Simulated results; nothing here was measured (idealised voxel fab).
process module | voxel lift off
cross-section cut | 275 nm wide | cells 5 nm
A cross-section is a grid of square cells, given in bands from the top down. A band is one or more rows of cells.
Each band's line starts with the height of the band's top and of its bottom, in nm. Then come its materials from left to right, each with its width in nm. One material with "throughout" fills the band from edge to edge. "air" is empty space.
Height 0 is the level under which the wafer as received is all one material. The lowest band goes on downwards, as in "0 down".
A width such as "30 to 40" changes by the same amount from each row of cells to the next, from the band's top row to its bottom row.
"no change" after a step means that no cell of the cross-section changed.
closed voids: empty space of 8 cells or more with no open way to the top, each as width x height at its distance from the left edge, in nm
after a step's settings: what the simulator itself notes on the step
overlay nm, on a step with a mask: how far to the right of its planned place the mask lay; to the left if negative
plan
1 op RECEIVE | material Si
2 op CONFORMAL_DEP | material Al2O3 | thk nm 5
3 op PATTERN | tone open | mask id LINES | material resist | width nm 15 | pitch nm 45 | thk nm 25 | overlay nm 0
4 op DIRECTIONAL_DEP | material Ru | thk nm 10
5 op STRIP | etch materials resist
6 op CONFORMAL_DEP | material SiCN | thk nm 10
varied across the wafers: width nm of step 3. The plan shows the first wafer's value. All wafers start alike
first wafer as received, after step 1
  0 down: Si throughout
  closed voids: none
each wafer at the end: cells of each material gained (+) or lost (-) since it was received, then its closed voids
width nm 15 | +55 Al2O3 | +18 Ru | +134 SiCN | closed voids: none
width nm 20 | +55 Al2O3 | +24 Ru | +134 SiCN | closed voids: none
width nm 25 | +55 Al2O3 | +30 Ru | +134 SiCN | closed voids: none
width nm 30 | +55 Al2O3 | +36 Ru | +130 SiCN | closed voids: none
